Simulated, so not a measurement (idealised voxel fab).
The following is a process module called voxel wiring stack.
cross-section cut | 265 nm wide | cells 5 nm
We lay out every cross-section as a grid of square cells and spell it out in bands from the top down, where one band means one or more rows of cells.
Top height, bottom height, nm. Materials left to right, width each, nm. Single material + "everywhere" = fills band edge to edge. "blank" = empty.
Heights are expressed relative to 0, this being the level below which the as-received wafer comprises one material exclusively. The lowest band is unbounded in the downward direction and is denoted as in "from 0 down".
You'd read "30 to 40" like this: the band's top row of cells is as wide as the first number, its bottom row is as wide as the second, and going down, every row changes width by the same amount as the row before did.
"nothing was modified", as given for a step, is the statement that not any cell of the cross-section underwent a change during that step.
Listed in "Closed empty spaces": every empty space of 8 or more cells without an open way to the top. Form: width x height at distance, the distance being from the left edge, all in nm.
What comes after the settings on a step's line is commentary from the simulator itself on that step.
The optional step-line setting "overlay nm" applies to steps with a mask and quantifies how far to the right of its planned location the mask lay, a negative value indicating leftward placement.

## Process steps (planned)
- 1: RECEIVE (material Si)
- 2: CONFORMAL_DEP (material SiO2; thk nm 10)
- 3: DIRECTIONAL_DEP (material TiN; thk nm 5)
- 4: DIRECTIONAL_DEP (material W; thk nm 25)
- 5: PATTERN (tone cover; mask id METAL_1; material resist; width nm 30; pitch nm 55; thk nm 15; overlay nm 0)
- 6: DIRECTIONAL_ETCH (etch materials W; depth nm 25)
- 7: DIRECTIONAL_ETCH (etch materials TiN; depth nm 5)
- 8: STRIP (etch materials resist)
- 9: FILL_DEP (material SiO2; thk nm 10)
- 10: CMP (height nm 40)
- 11: CONFORMAL_DEP (material SiCN; thk nm 5)
- 12: DIRECTIONAL_DEP (material SiO2; thk nm 30)
- 13: PATTERN (tone open; mask id METAL_2_HOLES; material resist; width nm 15; pitch nm 55; thk nm 20; overlay nm 0)
- 14: DIRECTIONAL_ETCH (etch materials SiO2; depth nm 30)
- 15: STRIP (etch materials resist)
- 16: DIRECTIONAL_DEP (material aC; thk nm 15)
- 17: PATTERN (tone open; mask id METAL_2; material resist; width nm 30; pitch nm 55; thk nm 35; overlay nm 0)
- 18: DIRECTIONAL_ETCH (etch materials aC; depth nm 15)
- 19: STRIP (etch materials resist)
- 20: DIRECTIONAL_ETCH (etch materials SiO2; depth nm 20)
- 21: DIRECTIONAL_ETCH (etch materials SiCN; depth nm 5)
- 22: STRIP (etch materials aC)
- 23: CONFORMAL_DEP (material TiN; thk nm 5)
- 24: FILL_DEP (material Ru; thk nm 5)
- 25: CMP (height nm 75)
- 26: CONFORMAL_DEP (material SiCN; thk nm 5)
- 27: DIRECTIONAL_DEP (material lowk; thk nm 10)
- 28: MASKED_ETCH (tone open; mask id PLUG_2; width nm 15; pitch nm 110; etch materials lowk; depth nm 10; overlay nm 0)
- 29: MASKED_ETCH (tone open; mask id PLUG_2; width nm 15; pitch nm 110; etch materials SiCN; depth nm 5; overlay nm 0)
- 30: CONFORMAL_DEP (material TiN; thk nm 5)
- 31: FILL_DEP (material Cu; thk nm 10)
- 32: CMP (height nm 90)
- 33: DIRECTIONAL_DEP (material TiN; thk nm 5)
- 34: DIRECTIONAL_DEP (material Ru; thk nm 25)
- 35: MASKED_ETCH (tone cover; mask id METAL_3; width nm 30; pitch nm 55; etch materials Ru; depth nm 25; overlay nm 0)
- 36: MASKED_ETCH (tone cover; mask id METAL_3; width nm 30; pitch nm 55; etch materials TiN; depth nm 5; overlay nm 0)
- 37: CONFORMAL_DEP (material SiN; thk nm 5)
- 38: FILL_DEP (material lowk; thk nm 5)
- 39: CMP (height nm 120)
- 40: CONFORMAL_DEP (material SiN; thk nm 5)
All wafers enter the flow in the same state. The width nm at step 28 differs from wafer to wafer, and the plan gives the value for the first wafer.

## Cross-section, first of several wafers, as delivered after step 1
    from 0 down  Si everywhere
    Closed empty spaces: none

## So in this table every wafer gets its own row, and what you see is where it stands at the end of the module: for each material, how many cells it picked up (+) or gave up (-) since we received it, and after that its closed voids
width nm 15; +4 Cu; +180 Ru; +88 SiCN; +122 SiN; +478 SiO2; +134 TiN; +120 W; +199 lowk; Closed empty spaces: none
width nm 20; +6 Cu; +180 Ru; +88 SiCN; +122 SiN; +478 SiO2; +136 TiN; +120 W; +195 lowk; Closed empty spaces: none
width nm 25; +8 Cu; +180 Ru; +88 SiCN; +122 SiN; +478 SiO2; +138 TiN; +120 W; +191 lowk; Closed empty spaces: none
width nm 30; +10 Cu; +180 Ru; +88 SiCN; +122 SiN; +478 SiO2; +140 TiN; +120 W; +187 lowk; Closed empty spaces: none
